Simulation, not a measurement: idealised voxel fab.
process module | voxel local oxidation
cross-section cut | 205 nm wide | cells 5 nm
A cross-section is a grid of square cells, given in bands from the top down. A band is one or more rows of cells.
Each band's line starts with the height of the band's top and of its bottom, in nm. Then come its materials from left to right, each with its width in nm. One material with "throughout" fills the band from edge to edge. "air" is empty space.
Height 0 is the level under which the wafer as received is all one material. The lowest band goes on downwards, as in "0 down".
A width such as "30 to 40" changes by the same amount from each row of cells to the next, from the band's top row to its bottom row.
"no change" after a step means that no cell of the cross-section changed.
closed voids: empty space of 8 cells or more with no open way to the top, each as width x height at its distance from the left edge, in nm
after a step's settings: what the simulator itself notes on the step
overlay nm, on a step with a mask: how far to the right of its planned place the mask lay; to the left if negative
Each pair below shows a cross-section before one step and the cross-section after it, down to the lowest band that changed. The line under each pair gives the step between them, with its settings. The pairs can come from different runs of this module on the same starting wafer, so a pair continues from the pair above only where its "before" says so.
before
  0 down: Si throughout
  closed voids: none
after
  0 to -5: SiO2 throughout
  below -5: unchanged
  closed voids: none
the step between: op OXIDIZE | depth nm 5
before: the cross-section after the pair above
after
  15 to 0: SiN throughout
  below 0: unchanged
  closed voids: none
the step between: op CONFORMAL_DEP | material SiN | thk nm 15
before: the cross-section after the pair above
after
  30 to 15: aC throughout
  below 15: unchanged
  closed voids: none
the step between: op DIRECTIONAL_DEP | material aC | thk nm 15
before: the cross-section after the pair above
after
  65 to 30: air 35 | resist 130 | air 40
  below 30: unchanged
  closed voids: none
the step between: op PATTERN | tone cover | mask id ACTIVE | material resist | width nm 130 | thk nm 35 | overlay nm 0
before: the cross-section after the pair above
after
  50 to 30: air 35 | resist 130 | air 40
  30 to 15: air 35 | aC 130 | air 40
  below 15: unchanged
  closed voids: none
the step between: op DIRECTIONAL_ETCH | etch materials aC | depth nm 15
before: the cross-section after the pair above
after
  30 to 15: air 35 | aC 130 | air 40
  below 15: unchanged
  closed voids: none
the step between: op STRIP | etch materials resist
before: the cross-section after the pair above
after
  30 to 15: air 35 | aC 130 | air 40
  15 to 0: air 35 | SiN 130 | air 40
  below 0: unchanged
  closed voids: none
the step between: op DIRECTIONAL_ETCH | etch materials SiN | depth nm 15
before: the cross-section after the pair above
after
  15 to 0: air 35 | SiN 130 | air 40
  below 0: unchanged
  closed voids: none
the step between: op STRIP | etch materials aC
before: the cross-section after the pair above
after
  15 to 0: air 35 | SiN 130 | air 40
  0 to -5: air 40 | SiO2 120 | air 45
  below -5: unchanged
  closed voids: none
the step between: op SELECTIVE_ETCH | etch materials SiO2 | depth nm 5
before: the cross-section after the pair above
after
  15 to 0: air 35 | SiN 130 | air 40
  0 to -5: air 40 | SiO2 120 | air 45
  -5 to -20: SiO2 55 | Si 90 | SiO2 60
  below -20: unchanged
  closed voids: none
the step between: op OXIDIZE | depth nm 15
before: the cross-section after the pair above
after
  0 to -5: air 40 | SiO2 120 | air 45
  below -5: unchanged
  closed voids: none
the step between: op STRIP | etch materials SiN
before
  50 to 30: air 35 | resist 130 | air 40
  30 to 15: air 35 | aC 130 | air 40
  15 to 0: SiN throughout
  0 to -5: SiO2 throughout
  -5 down: Si throughout
  closed voids: none
after
  50 to 30: air 35 | resist 130 | air 40
  30 to 15: air 35 | aC 130 | air 40
  15 to 0: air 35 | SiN 130 | air 40
  below 0: unchanged
  closed voids: none
the step between: op DIRECTIONAL_ETCH | etch materials SiN | depth nm 15
before: the cross-section after the pair above
after
  15 to 0: air 35 | SiN 130 | air 40
  below 0: unchanged
  closed voids: none
the step between: op STRIP | etch materials aC
before
  30 to 15: air 35 | aC 130 | air 40
  15 to 0: air 35 | SiN 130 | air 40
  0 to -5: SiO2 throughout
  -5 down: Si throughout
  closed voids: none
after
  30 to 15: air 35 | aC 130 | air 40
  15 to 0: air 35 | SiN 130 | air 40
  0 to -5: air 40 | SiO2 120 | air 45
  below -5: unchanged
  closed voids: none
the step between: op SELECTIVE_ETCH | etch materials SiO2 | depth nm 5
before: the cross-section after the pair above
after
  15 to 0: air 35 | SiN 130 | air 40
  below 0: unchanged
  closed voids: none
the step between: op STRIP | etch materials aC
before: the cross-section after the pair above
after
  15 to 0: air 35 | SiN 130 | air 40
  0 to -5: air 40 | SiO2 120 | air 45
  -5 to -30: SiO2 65 | Si 70 | SiO2 70
  below -30: unchanged
  closed voids: none
the step between: op OXIDIZE | depth nm 25
before: the cross-section after the pair above
after
  0 to -5: air 40 | SiO2 120 | air 45
  below -5: unchanged
  closed voids: none
the step between: op STRIP | etch materials SiN
before
  30 to 15: aC throughout
  15 to 0: SiN throughout
  0 to -5: SiO2 throughout
  -5 down: Si throughout
  closed voids: none
after
  65 to 30: air 40 | resist 125 | air 40
  below 30: unchanged
  closed voids: none
the step between: op PATTERN | tone cover | mask id ACTIVE | material resist | width nm 125 | thk nm 35 | overlay nm 0
before: the cross-section after the pair above
after
  50 to 30: air 40 | resist 125 | air 40
  30 to 15: air 40 | aC 125 | air 40
  below 15: unchanged
  closed voids: none
the step between: op DIRECTIONAL_ETCH | etch materials aC | depth nm 15
before: the cross-section after the pair above
after
  30 to 15: air 40 | aC 125 | air 40
  below 15: unchanged
  closed voids: none
the step between: op STRIP | etch materials resist
before: the cross-section after the pair above
after
  30 to 15: air 40 | aC 125 | air 40
  15 to 0: air 40 | SiN 125 | air 40
  below 0: unchanged
  closed voids: none
the step between: op DIRECTIONAL_ETCH | etch materials SiN | depth nm 15
before: the cross-section after the pair above
after
  15 to 0: air 40 | SiN 125 | air 40
  below 0: unchanged
  closed voids: none
the step between: op STRIP | etch materials aC
before: the cross-section after the pair above
after
  15 to 0: air 40 | SiN 125 | air 40
  0 to -5: air 45 | SiO2 115 | air 45
  below -5: unchanged
  closed voids: none
the step between: op SELECTIVE_ETCH | etch materials SiO2 | depth nm 5
before: the cross-section after the pair above
after
  15 to 0: air 40 | SiN 125 | air 40
  0 to -5: air 45 | SiO2 115 | air 45
  -5 to -20: SiO2 60 | Si 85 | SiO2 60
  below -20: unchanged
  closed voids: none
the step between: op OXIDIZE | depth nm 15
before: the cross-section after the pair above
after
  0 to -5: air 45 | SiO2 115 | air 45
  below -5: unchanged
  closed voids: none
the step between: op STRIP | etch materials SiN
before
  30 to 15: aC throughout
  15 to 0: SiN throughout
  0 to -5: SiO2 throughout
  -5 down: Si throughout
  closed voids: none
after
  65 to 30: air 30 | resist 130 | air 45
  below 30: unchanged
  closed voids: none
the step between: op PATTERN | tone cover | mask id ACTIVE | material resist | width nm 130 | thk nm 35 | overlay nm -5
before: the cross-section after the pair above
after
  50 to 30: air 30 | resist 130 | air 45
  30 to 15: air 30 | aC 130 | air 45
  below 15: unchanged
  closed voids: none
the step between: op DIRECTIONAL_ETCH | etch materials aC | depth nm 15
before: the cross-section after the pair above
after
  30 to 15: air 30 | aC 130 | air 45
  below 15: unchanged
  closed voids: none
the step between: op STRIP | etch materials resist
before: the cross-section after the pair above
after
  30 to 15: air 30 | aC 130 | air 45
  15 to 0: air 30 | SiN 130 | air 45
  below 0: unchanged
  closed voids: none
the step between: op DIRECTIONAL_ETCH | etch materials SiN | depth nm 15
before: the cross-section after the pair above
after
  15 to 0: air 30 | SiN 130 | air 45
  below 0: unchanged
  closed voids: none
the step between: op STRIP | etch materials aC
before: the cross-section after the pair above
after
  15 to 0: air 30 | SiN 130 | air 45
  0 to -5: air 35 | SiO2 120 | air 50
  below -5: unchanged
  closed voids: none
the step between: op SELECTIVE_ETCH | etch materials SiO2 | depth nm 5
before: the cross-section after the pair above
after
  15 to 0: air 30 | SiN 130 | air 45
  0 to -5: air 35 | SiO2 120 | air 50
  -5 to -20: SiO2 50 | Si 90 | SiO2 65
  below -20: unchanged
  closed voids: none
the step between: op OXIDIZE | depth nm 15
before: the cross-section after the pair above
after
  0 to -5: air 35 | SiO2 120 | air 50
  below -5: unchanged
  closed voids: none
the step between: op STRIP | etch materials SiN
before
  15 to 0: SiN throughout
  0 to -5: SiO2 throughout
  -5 down: Si throughout
  closed voids: none
after
  30 to 15: SiO2 throughout
  below 15: unchanged
  closed voids: none
the step between: op DIRECTIONAL_DEP | material SiO2 | thk nm 15
before: the cross-section after the pair above
after
  65 to 30: air 35 | resist 130 | air 40
  below 30: unchanged
  closed voids: none
the step between: op PATTERN | tone cover | mask id ACTIVE | material resist | width nm 130 | thk nm 35 | overlay nm 0
before: the cross-section after the pair above
after
  50 to 30: air 35 | resist 130 | air 40
  below 30: unchanged
  closed voids: none
the step between: op DIRECTIONAL_ETCH | etch materials aC | depth nm 15
before: the cross-section after the pair above
after
  30 to 15: SiO2 throughout
  below 15: unchanged
  closed voids: none
the step between: op STRIP | etch materials resist
before: the cross-section after the pair above
after
  25 to 15: SiO2 throughout
  below 15: unchanged
  closed voids: none
the step between: op SELECTIVE_ETCH | etch materials SiO2 | depth nm 5
before
  30 to 15: aC throughout
  15 to 0: SiN throughout
  0 to -5: SiO2 throughout
  -5 down: Si throughout
  closed voids: none
after
  65 to 30: resist 35 | air 130 | resist 40
  below 30: unchanged
  closed voids: none
the step between: op PATTERN | tone open | mask id ACTIVE | material resist | width nm 130 | thk nm 35 | overlay nm 0
before: the cross-section after the pair above
after
  50 to 30: resist 35 | air 130 | resist 40
  30 to 15: aC 35 | air 130 | aC 40
  below 15: unchanged
  closed voids: none
the step between: op DIRECTIONAL_ETCH | etch materials aC | depth nm 15
before: the cross-section after the pair above
after
  30 to 15: aC 35 | air 130 | aC 40
  below 15: unchanged
  closed voids: none
the step between: op STRIP | etch materials resist
before: the cross-section after the pair above
after
  30 to 15: aC 35 | air 130 | aC 40
  15 to 0: SiN 35 | air 130 | SiN 40
  below 0: unchanged
  closed voids: none
the step between: op DIRECTIONAL_ETCH | etch materials SiN | depth nm 15
before: the cross-section after the pair above
after
  15 to 0: SiN 35 | air 130 | SiN 40
  below 0: unchanged
  closed voids: none
the step between: op STRIP | etch materials aC
before: the cross-section after the pair above
after
  15 to 0: SiN 35 | air 130 | SiN 40
  0 to -5: SiO2 30 | air 140 | SiO2 35
  below -5: unchanged
  closed voids: none
the step between: op SELECTIVE_ETCH | etch materials SiO2 | depth nm 5
before: the cross-section after the pair above
after
  15 to 0: SiN 35 | air 130 | SiN 40
  0 to -5: SiO2 30 | air 140 | SiO2 35
  -5 to -20: Si 15 | SiO2 170 | Si 20
  below -20: unchanged
  closed voids: none
the step between: op OXIDIZE | depth nm 15
before: the cross-section after the pair above
after
  0 to -5: SiO2 30 | air 140 | SiO2 35
  below -5: unchanged
  closed voids: none
the step between: op STRIP | etch materials SiN
